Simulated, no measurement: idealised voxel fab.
Documented hereafter: the process module known as voxel capacitor over wiring.
Cross-sectional view cut (width: 165 nm; square cell size: 5 nm).
We lay out every cross-section as a grid of square cells and spell it out in bands from the top down, where one band means one or more rows of cells.
Heights first: top, then bottom, in nm. Then materials, left to right, each with a width in nm. "everywhere" on a single material: fills the band edge to edge. "blank": empty space.
It should be noted that heights are counted from 0, beneath which the wafer as supplied is of one material throughout, and that the lowest band possesses no lower boundary but continues downward, as written in "0..down".
It should be noted that a width expressed as "30 to 40" varies in equal increments from row to row of cells within the band, taking the value of the first number at the top row and that of the second number at the bottom row.
Given "nothing got changed" for a step, no cell of the cross-section differs between before and after that step.
This entry, "Unvented internal voids", enumerates those empty regions of no fewer than 8 cells that possess no open connection to the top. Each region is reported in the form width x height at distance, the distance being taken from the left edge, with all three quantities expressed in nm.
Whatever follows a step's settings on its line is a remark the simulator itself makes about that step.
On any step carrying a mask, the "overlay nm" setting, if present on the step's line, tells how far right of its planned place the mask lay; negative values point to the left.
-- Process steps foreseen in the plan
1. op RECEIVE | material Si
2. op CONFORMAL_DEP | material SiO2 | thk nm 10
3. op DIRECTIONAL_DEP | material TiN | thk nm 5
4. op DIRECTIONAL_DEP | material Ru | thk nm 25
5. op DIRECTIONAL_DEP | material aC | thk nm 15
6. op PATTERN | tone cover | mask id METAL_1 | material resist | width nm 20 | pitch nm 75 | thk nm 35 | overlay nm 0
7. op DIRECTIONAL_ETCH | etch materials aC | depth nm 15
8. op STRIP | etch materials resist
9. op DIRECTIONAL_ETCH | etch materials Ru | depth nm 25
10. op DIRECTIONAL_ETCH | etch materials TiN | depth nm 5
11. op STRIP | etch materials aC
12. op FILL_DEP | material SiO2 | thk nm 10
13. op CMP | height nm 40
14. op CONFORMAL_DEP | material SiCN | thk nm 5
15. op DIRECTIONAL_DEP | material SiO2 | thk nm 20
16. op DIRECTIONAL_DEP | material aC | thk nm 15
17. op PATTERN | tone open | mask id PLUG_1 | material resist | width nm 15 | thk nm 30 | overlay nm 0
18. op DIRECTIONAL_ETCH | etch materials aC | depth nm 15
19. op STRIP | etch materials resist
20. op DIRECTIONAL_ETCH | etch materials SiO2 | depth nm 20
21. op DIRECTIONAL_ETCH | etch materials SiCN | depth nm 5
22. op STRIP | etch materials aC
23. op EPI | material Ru | thk nm 10
24. op EPI | material Ru | thk nm 10
25. op EPI | material Ru | thk nm 5
26. op DIRECTIONAL_DEP | material TiN | thk nm 5
27. op DIRECTIONAL_DEP | material HfO2 | thk nm 5
28. op DIRECTIONAL_DEP | material TiN | thk nm 10
29. op MASKED_ETCH | tone cover | mask id UPPER_PLATE | width nm 60 | etch materials TiN | depth nm 10 | overlay nm 0
30. op MASKED_ETCH | tone cover | mask id UPPER_PLATE | width nm 60 | etch materials HfO2 | depth nm 5 | overlay nm 0
31. op MASKED_ETCH | tone cover | mask id LOWER_PLATE | width nm 70 | etch materials TiN | depth nm 5 | overlay nm 0
32. op FILL_DEP | material SiO2 | thk nm 20
33. op CMP | height nm 100
34. op MASKED_ETCH | tone open | mask id PLUG_2 | width nm 15 | etch materials SiO2 | depth nm 15 | overlay nm 0
35. op CONFORMAL_DEP | material TiN | thk nm 5
36. op FILL_DEP | material Cu | thk nm 10
37. op CMP | height nm 100
38. op CONFORMAL_DEP | material SiN | thk nm 5
-- first wafer, as planned
-- Wafer as received: cross-section following step 1
	0..down = Si everywhere
	Unvented internal voids: none
-- The wafer in cross-section once step 2 is complete
	10..0 = SiO2 everywhere
	At heights below 0, the structure remains unaltered.
-- The wafer in cross-section once step 3 is complete
	15..10 = TiN everywhere
	At heights below 10, the structure remains unaltered.
-- The wafer in cross-section once step 4 is complete
	40..15 = Ru everywhere
	At heights below 15, the structure remains unaltered.
-- The wafer in cross-section once step 5 is complete
	55..40 = aC everywhere
	At heights below 40, the structure remains unaltered.
-- The wafer in cross-section once step 6 is complete
	90..55 = 35 blank; 20 resist; 55 blank; 20 resist; 35 blank
	At heights below 55, the structure remains unaltered.
-- The wafer in cross-section once step 7 is complete
	75..55 = 35 blank; 20 resist; 55 blank; 20 resist; 35 blank
	55..40 = 35 blank; 20 aC; 55 blank; 20 aC; 35 blank
	At heights below 40, the structure remains unaltered.
-- The wafer in cross-section once step 8 is complete
	55..40 = 35 blank; 20 aC; 55 blank; 20 aC; 35 blank
	At heights below 40, the structure remains unaltered.
-- The wafer in cross-section once step 9 is complete
	55..40 = 35 blank; 20 aC; 55 blank; 20 aC; 35 blank
	40..15 = 35 blank; 20 Ru; 55 blank; 20 Ru; 35 blank
	At heights below 15, the structure remains unaltered.
-- The wafer in cross-section once step 10 is complete
	55..40 = 35 blank; 20 aC; 55 blank; 20 aC; 35 blank
	40..15 = 35 blank; 20 Ru; 55 blank; 20 Ru; 35 blank
	15..10 = 35 blank; 20 TiN; 55 blank; 20 TiN; 35 blank
	At heights below 10, the structure remains unaltered.
-- The wafer in cross-section once step 11 is complete
	40..15 = 35 blank; 20 Ru; 55 blank; 20 Ru; 35 blank
	At heights below 15, the structure remains unaltered.
-- The wafer in cross-section once step 12 is complete
	50..40 = SiO2 everywhere
	40..15 = 35 SiO2; 20 Ru; 55 SiO2; 20 Ru; 35 SiO2
	15..10 = 35 SiO2; 20 TiN; 55 SiO2; 20 TiN; 35 SiO2
	At heights below 10, the structure remains unaltered.
-- The wafer in cross-section once step 13 is complete
	40..15 = 35 SiO2; 20 Ru; 55 SiO2; 20 Ru; 35 SiO2
	At heights below 15, the structure remains unaltered.
-- The wafer in cross-section once step 14 is complete
	45..40 = SiCN everywhere
	At heights below 40, the structure remains unaltered.
-- The wafer in cross-section once step 15 is complete
	65..45 = SiO2 everywhere
	At heights below 45, the structure remains unaltered.
-- The wafer in cross-section once step 16 is complete
	80..65 = aC everywhere
	At heights below 65, the structure remains unaltered.
-- The wafer in cross-section once step 17 is complete
	110..80 = 40 resist; 15 blank; 110 resist
	At heights below 80, the structure remains unaltered.
-- The wafer in cross-section once step 18 is complete
	95..80 = 40 resist; 15 blank; 110 resist
	80..65 = 40 aC; 15 blank; 110 aC
	At heights below 65, the structure remains unaltered.
-- The wafer in cross-section once step 19 is complete
	80..65 = 40 aC; 15 blank; 110 aC
	At heights below 65, the structure remains unaltered.
-- The wafer in cross-section once step 20 is complete
	80..65 = 40 aC; 15 blank; 110 aC
	65..45 = 40 SiO2; 15 blank; 110 SiO2
	At heights below 45, the structure remains unaltered.
-- The wafer in cross-section once step 21 is complete
	80..65 = 40 aC; 15 blank; 110 aC
	65..45 = 40 SiO2; 15 blank; 110 SiO2
	45..40 = 40 SiCN; 15 blank; 110 SiCN
	At heights below 40, the structure remains unaltered.
-- The wafer in cross-section once step 22 is complete
	65..45 = 40 SiO2; 15 blank; 110 SiO2
	At heights below 45, the structure remains unaltered.
-- The wafer in cross-section once step 23 is complete
	65..50 = 40 SiO2; 15 blank; 110 SiO2
	50..45 = 40 SiO2; 15 Ru; 110 SiO2
	45..40 = 40 SiCN; 15 Ru; 110 SiCN
	At heights below 40, the structure remains unaltered.
-- The wafer in cross-section once step 24 is complete
	65..60 = 40 SiO2; 15 blank; 110 SiO2
	60..45 = 40 SiO2; 15 Ru; 110 SiO2
	At heights below 45, the structure remains unaltered.
-- The wafer in cross-section once step 25 is complete
	65..45 = 40 SiO2; 15 Ru; 110 SiO2
	At heights below 45, the structure remains unaltered.
-- The wafer in cross-section once step 26 is complete
	70..65 = TiN everywhere
	At heights below 65, the structure remains unaltered.
-- The wafer in cross-section once step 27 is complete
	75..70 = HfO2 everywhere
	At heights below 70, the structure remains unaltered.
-- The wafer in cross-section once step 28 is complete
	85..75 = TiN everywhere
	At heights below 75, the structure remains unaltered.
-- The wafer in cross-section once step 29 is complete
	85..75 = 40 blank; 60 TiN; 65 blank
	At heights below 75, the structure remains unaltered.
-- The wafer in cross-section once step 30 is complete
	85..75 = 40 blank; 60 TiN; 65 blank
	75..70 = 40 blank; 60 HfO2; 65 blank
	At heights below 70, the structure remains unaltered.
-- The wafer in cross-section once step 31 is complete
	85..75 = 40 blank; 60 TiN; 65 blank
	75..70 = 40 blank; 60 HfO2; 65 blank
	70..65 = 35 blank; 70 TiN; 60 blank
	At heights below 65, the structure remains unaltered.
-- The wafer in cross-section once step 32 is complete
	105..85 = SiO2 everywhere
	85..75 = 40 SiO2; 60 TiN; 65 SiO2
	75..70 = 40 SiO2; 60 HfO2; 65 SiO2
	70..65 = 35 SiO2; 70 TiN; 60 SiO2
	At heights below 65, the structure remains unaltered.
-- The wafer in cross-section once step 33 is complete
	100..85 = SiO2 everywhere
	At heights below 85, the structure remains unaltered.
-- The wafer in cross-section once step 34 is complete
	100..85 = 50 SiO2; 15 blank; 100 SiO2
	At heights below 85, the structure remains unaltered.
-- The wafer in cross-section once step 35 is complete
	105..100 = 55 TiN; 5 blank; 105 TiN
	100..90 = 50 SiO2; 5 TiN; 5 blank; 5 TiN; 100 SiO2
	90..85 = 50 SiO2; 15 TiN; 100 SiO2
	At heights below 85, the structure remains unaltered.
-- The wafer in cross-section once step 36 is complete
	115..105 = Cu everywhere
	105..100 = 55 TiN; 5 Cu; 105 TiN
	100..90 = 50 SiO2; 5 TiN; 5 Cu; 5 TiN; 100 SiO2
	At heights below 90, the structure remains unaltered.
-- The wafer in cross-section once step 37 is complete
	100..90 = 50 SiO2; 5 TiN; 5 Cu; 5 TiN; 100 SiO2
	At heights below 90, the structure remains unaltered.
-- The wafer in cross-section once step 38 is complete
	105..100 = SiN everywhere
	At heights below 100, the structure remains unaltered.
-- Notes, second wafer: start = first wafer's, plan = first wafer's, execution had one mistake; history identical to first through step 13
-- Second wafer: cross-section at the scheduled end of step 14
	60..40 = SiO2 everywhere
	At heights below 40, the structure remains unaltered.
-- Second wafer: cross-section at the scheduled end of step 15
	65..60 = SiCN everywhere
	At heights below 60, the structure remains unaltered.
-- Second wafer: cross-section at the scheduled end of step 16
	80..65 = aC everywhere
	At heights below 65, the structure remains unaltered.
-- Second wafer: cross-section at the scheduled end of step 17
	110..80 = 40 resist; 15 blank; 110 resist
	At heights below 80, the structure remains unaltered.
-- Second wafer: cross-section at the scheduled end of step 18
	95..80 = 40 resist; 15 blank; 110 resist
	80..65 = 40 aC; 15 blank; 110 aC
	At heights below 65, the structure remains unaltered.
-- Second wafer: cross-section at the scheduled end of step 19
	80..65 = 40 aC; 15 blank; 110 aC
	At heights below 65, the structure remains unaltered.
Second wafer: cross-section at the scheduled end of step 20: nothing got changed
-- Second wafer: cross-section at the scheduled end of step 21
	80..65 = 40 aC; 15 blank; 110 aC
	65..60 = 40 SiCN; 15 blank; 110 SiCN
	At heights below 60, the structure remains unaltered.
-- Second wafer: cross-section at the scheduled end of step 22
	65..60 = 40 SiCN; 15 blank; 110 SiCN
	At heights below 60, the structure remains unaltered.
Second wafer: cross-section at the scheduled end of step 23: nothing got changed
Second wafer: cross-section at the scheduled end of step 24: nothing got changed
Second wafer: cross-section at the scheduled end of step 25: nothing got changed
-- Second wafer: cross-section at the scheduled end of step 26
	70..65 = 40 TiN; 15 blank; 110 TiN
	65..60 = 40 SiCN; 15 TiN; 110 SiCN
	At heights below 60, the structure remains unaltered.
-- Second wafer: cross-section at the scheduled end of step 27
	75..70 = 40 HfO2; 15 blank; 110 HfO2
	70..65 = 40 TiN; 15 HfO2; 110 TiN
	At heights below 65, the structure remains unaltered.
-- Second wafer: cross-section at the scheduled end of step 28
	85..80 = 40 TiN; 15 blank; 110 TiN
	80..75 = TiN everywhere
	75..70 = 40 HfO2; 15 TiN; 110 HfO2
	At heights below 70, the structure remains unaltered.
-- Second wafer: cross-section at the scheduled end of step 29
	85..75 = 55 to 40 blank; 45 to 60 TiN; 65 blank
	At heights below 75, the structure remains unaltered.
-- Second wafer: cross-section at the scheduled end of step 30
	85..75 = 55 to 40 blank; 45 to 60 TiN; 65 blank
	75..70 = 40 blank; 15 TiN; 45 HfO2; 65 blank
	At heights below 70, the structure remains unaltered.
-- Second wafer: cross-section at the scheduled end of step 31
	85..75 = 55 to 40 blank; 45 to 60 TiN; 65 blank
	75..70 = 40 blank; 15 TiN; 45 HfO2; 65 blank
	70..65 = 35 blank; 5 TiN; 15 HfO2; 50 TiN; 60 blank
	At heights below 65, the structure remains unaltered.
-- Second wafer: cross-section at the scheduled end of step 32
	105..85 = SiO2 everywhere
	85..75 = 55 to 40 SiO2; 45 to 60 TiN; 65 SiO2
	75..70 = 40 SiO2; 15 TiN; 45 HfO2; 65 SiO2
	70..65 = 35 SiO2; 5 TiN; 15 HfO2; 50 TiN; 60 SiO2
	At heights below 65, the structure remains unaltered.
-- Second wafer: cross-section at the scheduled end of step 33
	100..85 = SiO2 everywhere
	At heights below 85, the structure remains unaltered.
-- Second wafer: cross-section at the scheduled end of step 34
	100..85 = 50 SiO2; 15 blank; 100 SiO2
	At heights below 85, the structure remains unaltered.
-- Second wafer: cross-section at the scheduled end of step 35
	105..100 = 55 TiN; 5 blank; 105 TiN
	100..90 = 50 SiO2; 5 TiN; 5 blank; 5 TiN; 100 SiO2
	90..80 = 50 to 55 SiO2; 15 to 45 TiN; 100 to 65 SiO2
	At heights below 80, the structure remains unaltered.
-- Second wafer: cross-section at the scheduled end of step 36
	115..105 = Cu everywhere
	105..100 = 55 TiN; 5 Cu; 105 TiN
	100..90 = 50 SiO2; 5 TiN; 5 Cu; 5 TiN; 100 SiO2
	At heights below 90, the structure remains unaltered.
-- Second wafer: cross-section at the scheduled end of step 37
	100..90 = 50 SiO2; 5 TiN; 5 Cu; 5 TiN; 100 SiO2
	At heights below 90, the structure remains unaltered.
-- Second wafer: cross-section at the scheduled end of step 38
	105..100 = SiN everywhere
	At heights below 100, the structure remains unaltered.
Run error: a sequencing error occurred in which plan steps 14 and 15 were transposed
Looking at both finished wafers in cells, the second ends up ahead of or behind the first on some materials: 15 fewer of Ru | 15 more of SiO2
